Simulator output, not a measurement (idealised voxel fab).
This section sets out a process module, namely voxel capacitor over wiring.
The width of the displayed cross-section, cut, is 275 nm; its cells are square, with a size of 5 nm.
Think of the cross-section as a grid of square cells. We describe it in bands, top to bottom, and each band covers one or more rows of those cells.
Heights first: top, then bottom, in nm. Then materials, left to right, each with a width in nm. "full width" on a single material: fills the band edge to edge. "blank": empty space.
Height 0 is the level under which the wafer as received is all one material. The lowest band goes on downwards, as in "from 0 down".
The two numbers in a width such as "30..40" mark its ends across the band: the first belongs to the top row of cells, the second to the bottom row, and from each row to the next the width moves by the same amount.
Key: "everything unchanged" - step with no changed cell in the cross-section.
If an empty space has no open way to the top and is at least 8 cells in size, "Enclosed void list" lists it, written width x height at distance, where distance is measured from the left edge and every value is in nm.
It should be noted that, on the line of a given step, the content following the step's settings is a remark produced by the simulator itself with respect to that step.
"overlay nm" denotes, for a step that has a mask, the displacement of the mask to the right of its planned place, with negative values corresponding to the left.

Steps in the process plan:
1: RECEIVE (material Si)
2: CONFORMAL_DEP (material SiO2; thk nm 15)
3: DIRECTIONAL_DEP (material TiN; thk nm 5)
4: DIRECTIONAL_DEP (material W; thk nm 20)
5: MASKED_ETCH (tone cover; mask id METAL_1; width nm 30; pitch nm 95; etch materials W; depth nm 20; overlay nm 0)
6: MASKED_ETCH (tone cover; mask id METAL_1; width nm 30; pitch nm 95; etch materials TiN; depth nm 5; overlay nm 0)
7: CONFORMAL_DEP (material SiCN; thk nm 5)
8: FILL_DEP (material lowk; thk nm 10)
9: CMP (height nm 40)
10: CONFORMAL_DEP (material SiCN; thk nm 5)
11: DIRECTIONAL_DEP (material SiO2; thk nm 15)
12: PATTERN (tone open; mask id PLUG_1; material resist; width nm 15; thk nm 20; overlay nm 0)
13: DIRECTIONAL_ETCH (etch materials SiO2; depth nm 15)
14: DIRECTIONAL_ETCH (etch materials SiCN; depth nm 5)
15: STRIP (etch materials resist)
16: CONFORMAL_DEP (material TiN; thk nm 5)
17: FILL_DEP (material Cu; thk nm 5)
18: CMP (height nm 60)
19: DIRECTIONAL_DEP (material TiN; thk nm 5)
20: DIRECTIONAL_DEP (material Al2O3; thk nm 5)
21: DIRECTIONAL_DEP (material TiN; thk nm 10)
22: DIRECTIONAL_DEP (material aC; thk nm 10)
23: PATTERN (tone cover; mask id UPPER_PLATE; material resist; width nm 70; thk nm 30; overlay nm 0)
24: DIRECTIONAL_ETCH (etch materials aC; depth nm 10)
25: STRIP (etch materials resist)
26: DIRECTIONAL_ETCH (etch materials TiN; depth nm 10)
27: DIRECTIONAL_ETCH (etch materials Al2O3; depth nm 5)
28: STRIP (etch materials aC)
29: MASKED_ETCH (tone cover; mask id LOWER_PLATE; width nm 80; etch materials TiN; depth nm 5; overlay nm 0)
30: FILL_DEP (material SiO2; thk nm 20)
31: CMP (height nm 95)
32: DIRECTIONAL_DEP (material aC; thk nm 10)
33: PATTERN (tone open; mask id PLUG_2; material resist; width nm 15; thk nm 30; overlay nm 0)
34: DIRECTIONAL_ETCH (etch materials aC; depth nm 10)
35: STRIP (etch materials resist)
36: DIRECTIONAL_ETCH (etch materials SiO2; depth nm 15)
37: STRIP (etch materials aC)
38: CONFORMAL_DEP (material TiN; thk nm 5)
39: FILL_DEP (material Ru; thk nm 5)
40: CMP (height nm 95)
41: CONFORMAL_DEP (material SiCN; thk nm 5)

The first of two wafers, run as planned:

Wafer cross-section on receipt, i.e. after step 1:
	from 0 down = Si full width
	Enclosed void list: none

Wafer section view after processing step 2:
	from 15 to 0 = SiO2 full width
	Anything lower than 0 is untouched.

Wafer section view after processing step 3:
	from 20 to 15 = TiN full width
	Anything lower than 15 is untouched.

Wafer section view after processing step 4:
	from 40 to 20 = W full width
	Anything lower than 20 is untouched.

Wafer section view after processing step 5:
	from 40 to 20 = 75 of blank, then 30 of W, then 65 of blank, then 30 of W, then 75 of blank
	Anything lower than 20 is untouched.

Wafer section view after processing step 6:
	from 40 to 20 = 75 of blank, then 30 of W, then 65 of blank, then 30 of W, then 75 of blank
	from 20 to 15 = 75 of blank, then 30 of TiN, then 65 of blank, then 30 of TiN, then 75 of blank
	Anything lower than 15 is untouched.

Wafer section view after processing step 7:
	from 45 to 40 = 70 of blank, then 40 of SiCN, then 55 of blank, then 40 of SiCN, then 70 of blank
	from 40 to 20 = 70 of blank, then 5 of SiCN, then 30 of W, then 5 of SiCN, then 55 of blank, then 5 of SiCN, then 30 of W, then 5 of SiCN, then 70 of blank
	from 20 to 15 = 75 of SiCN, then 30 of TiN, then 65 of SiCN, then 30 of TiN, then 75 of SiCN
	Anything lower than 15 is untouched.

Wafer section view after processing step 8:
	from 55 to 45 = lowk full width
	from 45 to 40 = 70 of lowk, then 40 of SiCN, then 55 of lowk, then 40 of SiCN, then 70 of lowk
	from 40 to 20 = 70 of lowk, then 5 of SiCN, then 30 of W, then 5 of SiCN, then 55 of lowk, then 5 of SiCN, then 30 of W, then 5 of SiCN, then 70 of lowk
	Anything lower than 20 is untouched.

Wafer section view after processing step 9:
	from 40 to 20 = 70 of lowk, then 5 of SiCN, then 30 of W, then 5 of SiCN, then 55 of lowk, then 5 of SiCN, then 30 of W, then 5 of SiCN, then 70 of lowk
	Anything lower than 20 is untouched.

Wafer section view after processing step 10:
	from 45 to 40 = SiCN full width
	Anything lower than 40 is untouched.

Wafer section view after processing step 11:
	from 60 to 45 = SiO2 full width
	Anything lower than 45 is untouched.

Wafer section view after processing step 12:
	from 80 to 60 = 90 of resist, then 15 of blank, then 170 of resist
	Anything lower than 60 is untouched.

Wafer section view after processing step 13:
	from 80 to 60 = 90 of resist, then 15 of blank, then 170 of resist
	from 60 to 45 = 90 of SiO2, then 15 of blank, then 170 of SiO2
	Anything lower than 45 is untouched.

Wafer section view after processing step 14:
	from 80 to 60 = 90 of resist, then 15 of blank, then 170 of resist
	from 60 to 45 = 90 of SiO2, then 15 of blank, then 170 of SiO2
	from 45 to 40 = 90 of SiCN, then 15 of blank, then 170 of SiCN
	Anything lower than 40 is untouched.

Wafer section view after processing step 15:
	from 60 to 45 = 90 of SiO2, then 15 of blank, then 170 of SiO2
	Anything lower than 45 is untouched.

Wafer section view after processing step 16:
	from 65 to 60 = 95 of TiN, then 5 of blank, then 175 of TiN
	from 60 to 45 = 90 of SiO2, then 5 of TiN, then 5 of blank, then 5 of TiN, then 170 of SiO2
	from 45 to 40 = 90 of SiCN, then 15 of TiN, then 170 of SiCN
	Anything lower than 40 is untouched.

Wafer section view after processing step 17:
	from 70 to 65 = Cu full width
	from 65 to 60 = 95 of TiN, then 5 of Cu, then 175 of TiN
	from 60 to 45 = 90 of SiO2, then 5 of TiN, then 5 of Cu, then 5 of TiN, then 170 of SiO2
	Anything lower than 45 is untouched.

Wafer section view after processing step 18:
	from 60 to 45 = 90 of SiO2, then 5 of TiN, then 5 of Cu, then 5 of TiN, then 170 of SiO2
	Anything lower than 45 is untouched.

Wafer section view after processing step 19:
	from 65 to 60 = TiN full width
	Anything lower than 60 is untouched.

Wafer section view after processing step 20:
	from 70 to 65 = Al2O3 full width
	Anything lower than 65 is untouched.

Wafer section view after processing step 21:
	from 80 to 70 = TiN full width
	Anything lower than 70 is untouched.

Wafer section view after processing step 22:
	from 90 to 80 = aC full width
	Anything lower than 80 is untouched.

Wafer section view after processing step 23:
	from 120 to 90 = 90 of blank, then 70 of resist, then 115 of blank
	Anything lower than 90 is untouched.

Wafer section view after processing step 24:
	from 110 to 90 = 90 of blank, then 70 of resist, then 115 of blank
	from 90 to 80 = 90 of blank, then 70 of aC, then 115 of blank
	Anything lower than 80 is untouched.

Wafer section view after processing step 25:
	from 90 to 80 = 90 of blank, then 70 of aC, then 115 of blank
	Anything lower than 80 is untouched.

Wafer section view after processing step 26:
	from 90 to 80 = 90 of blank, then 70 of aC, then 115 of blank
	from 80 to 70 = 90 of blank, then 70 of TiN, then 115 of blank
	Anything lower than 70 is untouched.

Wafer section view after processing step 27:
	from 90 to 80 = 90 of blank, then 70 of aC, then 115 of blank
	from 80 to 70 = 90 of blank, then 70 of TiN, then 115 of blank
	from 70 to 65 = 90 of blank, then 70 of Al2O3, then 115 of blank
	Anything lower than 65 is untouched.

Wafer section view after processing step 28:
	from 80 to 70 = 90 of blank, then 70 of TiN, then 115 of blank
	Anything lower than 70 is untouched.

Wafer section view after processing step 29:
	from 80 to 70 = 90 of blank, then 70 of TiN, then 115 of blank
	from 70 to 65 = 90 of blank, then 70 of Al2O3, then 115 of blank
	from 65 to 60 = 85 of blank, then 80 of TiN, then 110 of blank
	Anything lower than 60 is untouched.

Wafer section view after processing step 30:
	from 100 to 80 = SiO2 full width
	from 80 to 70 = 90 of SiO2, then 70 of TiN, then 115 of SiO2
	from 70 to 65 = 90 of SiO2, then 70 of Al2O3, then 115 of SiO2
	from 65 to 60 = 85 of SiO2, then 80 of TiN, then 110 of SiO2
	Anything lower than 60 is untouched.

Wafer section view after processing step 31:
	from 95 to 80 = SiO2 full width
	Anything lower than 80 is untouched.

Wafer section view after processing step 32:
	from 105 to 95 = aC full width
	Anything lower than 95 is untouched.

Wafer section view after processing step 33:
	from 135 to 105 = 100 of resist, then 15 of blank, then 160 of resist
	Anything lower than 105 is untouched.

Wafer section view after processing step 34:
	from 125 to 105 = 100 of resist, then 15 of blank, then 160 of resist
	from 105 to 95 = 100 of aC, then 15 of blank, then 160 of aC
	Anything lower than 95 is untouched.

Wafer section view after processing step 35:
	from 105 to 95 = 100 of aC, then 15 of blank, then 160 of aC
	Anything lower than 95 is untouched.

Wafer section view after processing step 36:
	from 105 to 95 = 100 of aC, then 15 of blank, then 160 of aC
	from 95 to 80 = 100 of SiO2, then 15 of blank, then 160 of SiO2
	Anything lower than 80 is untouched.

Wafer section view after processing step 37:
	from 95 to 80 = 100 of SiO2, then 15 of blank, then 160 of SiO2
	Anything lower than 80 is untouched.

Wafer section view after processing step 38:
	from 100 to 95 = 105 of TiN, then 5 of blank, then 165 of TiN
	from 95 to 85 = 100 of SiO2, then 5 of TiN, then 5 of blank, then 5 of TiN, then 160 of SiO2
	from 85 to 80 = 100 of SiO2, then 15 of TiN, then 160 of SiO2
	Anything lower than 80 is untouched.

Wafer section view after processing step 39:
	from 105 to 100 = Ru full width
	from 100 to 95 = 105 of TiN, then 5 of Ru, then 165 of TiN
	from 95 to 85 = 100 of SiO2, then 5 of TiN, then 5 of Ru, then 5 of TiN, then 160 of SiO2
	Anything lower than 85 is untouched.

Wafer section view after processing step 40:
	from 95 to 85 = 100 of SiO2, then 5 of TiN, then 5 of Ru, then 5 of TiN, then 160 of SiO2
	Anything lower than 85 is untouched.

Wafer section view after processing step 41:
	from 100 to 95 = SiCN full width
	Anything lower than 95 is untouched.

Second wafer - shared start and plan with the first - one error in running - same as the first up to step 8 inclusive:

X-section, second wafer, when step 9 was due to finish: everything unchanged

X-section, second wafer, when step 10 was due to finish:
	from 60 to 55 = SiCN full width
	Anything lower than 55 is untouched.

X-section, second wafer, when step 11 was due to finish:
	from 75 to 60 = SiO2 full width
	Anything lower than 60 is untouched.

X-section, second wafer, when step 12 was due to finish:
	from 95 to 75 = 90 of resist, then 15 of blank, then 170 of resist
	Anything lower than 75 is untouched.

X-section, second wafer, when step 13 was due to finish:
	from 95 to 75 = 90 of resist, then 15 of blank, then 170 of resist
	from 75 to 60 = 90 of SiO2, then 15 of blank, then 170 of SiO2
	Anything lower than 60 is untouched.

X-section, second wafer, when step 14 was due to finish:
	from 95 to 75 = 90 of resist, then 15 of blank, then 170 of resist
	from 75 to 60 = 90 of SiO2, then 15 of blank, then 170 of SiO2
	from 60 to 55 = 90 of SiCN, then 15 of blank, then 170 of SiCN
	Anything lower than 55 is untouched.

X-section, second wafer, when step 15 was due to finish:
	from 75 to 60 = 90 of SiO2, then 15 of blank, then 170 of SiO2
	Anything lower than 60 is untouched.

X-section, second wafer, when step 16 was due to finish:
	from 80 to 75 = 95 of TiN, then 5 of blank, then 175 of TiN
	from 75 to 60 = 90 of SiO2, then 5 of TiN, then 5 of blank, then 5 of TiN, then 170 of SiO2
	from 60 to 55 = 90 of SiCN, then 15 of TiN, then 170 of SiCN
	Anything lower than 55 is untouched.

X-section, second wafer, when step 17 was due to finish:
	from 85 to 80 = Cu full width
	from 80 to 75 = 95 of TiN, then 5 of Cu, then 175 of TiN
	from 75 to 60 = 90 of SiO2, then 5 of TiN, then 5 of Cu, then 5 of TiN, then 170 of SiO2
	Anything lower than 60 is untouched.

X-section, second wafer, when step 18 was due to finish:
	from 60 to 55 = 90 of SiCN, then 15 of TiN, then 170 of SiCN
	Anything lower than 55 is untouched.

X-section, second wafer, when step 19 was due to finish:
	from 65 to 60 = TiN full width
	Anything lower than 60 is untouched.

X-section, second wafer, when step 20 was due to finish:
	from 70 to 65 = Al2O3 full width
	Anything lower than 65 is untouched.

X-section, second wafer, when step 21 was due to finish:
	from 80 to 70 = TiN full width
	Anything lower than 70 is untouched.

X-section, second wafer, when step 22 was due to finish:
	from 90 to 80 = aC full width
	Anything lower than 80 is untouched.

X-section, second wafer, when step 23 was due to finish:
	from 120 to 90 = 90 of blank, then 70 of resist, then 115 of blank
	Anything lower than 90 is untouched.

X-section, second wafer, when step 24 was due to finish:
	from 110 to 90 = 90 of blank, then 70 of resist, then 115 of blank
	from 90 to 80 = 90 of blank, then 70 of aC, then 115 of blank
	Anything lower than 80 is untouched.

X-section, second wafer, when step 25 was due to finish:
	from 90 to 80 = 90 of blank, then 70 of aC, then 115 of blank
	Anything lower than 80 is untouched.

X-section, second wafer, when step 26 was due to finish:
	from 90 to 80 = 90 of blank, then 70 of aC, then 115 of blank
	from 80 to 70 = 90 of blank, then 70 of TiN, then 115 of blank
	Anything lower than 70 is untouched.

X-section, second wafer, when step 27 was due to finish:
	from 90 to 80 = 90 of blank, then 70 of aC, then 115 of blank
	from 80 to 70 = 90 of blank, then 70 of TiN, then 115 of blank
	from 70 to 65 = 90 of blank, then 70 of Al2O3, then 115 of blank
	Anything lower than 65 is untouched.

X-section, second wafer, when step 28 was due to finish:
	from 80 to 70 = 90 of blank, then 70 of TiN, then 115 of blank
	Anything lower than 70 is untouched.

X-section, second wafer, when step 29 was due to finish:
	from 80 to 70 = 90 of blank, then 70 of TiN, then 115 of blank
	from 70 to 65 = 90 of blank, then 70 of Al2O3, then 115 of blank
	from 65 to 60 = 85 of blank, then 80 of TiN, then 110 of blank
	Anything lower than 60 is untouched.

X-section, second wafer, when step 30 was due to finish:
	from 100 to 80 = SiO2 full width
	from 80 to 70 = 90 of SiO2, then 70 of TiN, then 115 of SiO2
	from 70 to 65 = 90 of SiO2, then 70 of Al2O3, then 115 of SiO2
	from 65 to 60 = 85 of SiO2, then 80 of TiN, then 110 of SiO2
	Anything lower than 60 is untouched.

X-section, second wafer, when step 31 was due to finish:
	from 95 to 80 = SiO2 full width
	Anything lower than 80 is untouched.

X-section, second wafer, when step 32 was due to finish:
	from 105 to 95 = aC full width
	Anything lower than 95 is untouched.

X-section, second wafer, when step 33 was due to finish:
	from 135 to 105 = 100 of resist, then 15 of blank, then 160 of resist
	Anything lower than 105 is untouched.

X-section, second wafer, when step 34 was due to finish:
	from 125 to 105 = 100 of resist, then 15 of blank, then 160 of resist
	from 105 to 95 = 100 of aC, then 15 of blank, then 160 of aC
	Anything lower than 95 is untouched.

X-section, second wafer, when step 35 was due to finish:
	from 105 to 95 = 100 of aC, then 15 of blank, then 160 of aC
	Anything lower than 95 is untouched.

X-section, second wafer, when step 36 was due to finish:
	from 105 to 95 = 100 of aC, then 15 of blank, then 160 of aC
	from 95 to 80 = 100 of SiO2, then 15 of blank, then 160 of SiO2
	Anything lower than 80 is untouched.

X-section, second wafer, when step 37 was due to finish:
	from 95 to 80 = 100 of SiO2, then 15 of blank, then 160 of SiO2
	Anything lower than 80 is untouched.

X-section, second wafer, when step 38 was due to finish:
	from 100 to 95 = 105 of TiN, then 5 of blank, then 165 of TiN
	from 95 to 85 = 100 of SiO2, then 5 of TiN, then 5 of blank, then 5 of TiN, then 160 of SiO2
	from 85 to 80 = 100 of SiO2, then 15 of TiN, then 160 of SiO2
	Anything lower than 80 is untouched.

X-section, second wafer, when step 39 was due to finish:
	from 105 to 100 = Ru full width
	from 100 to 95 = 105 of TiN, then 5 of Ru, then 165 of TiN
	from 95 to 85 = 100 of SiO2, then 5 of TiN, then 5 of Ru, then 5 of TiN, then 160 of SiO2
	Anything lower than 85 is untouched.

X-section, second wafer, when step 40 was due to finish:
	from 95 to 85 = 100 of SiO2, then 5 of TiN, then 5 of Ru, then 5 of TiN, then 160 of SiO2
	Anything lower than 85 is untouched.

X-section, second wafer, when step 41 was due to finish:
	from 100 to 95 = SiCN full width
	Anything lower than 95 is untouched.
Processing error: step 9 was left out
Wrapping up, a cell-based count of both wafers puts the second over or under the first for these materials: -3 Cu; +16 SiCN; -156 SiO2; -6 TiN; +149 lowk
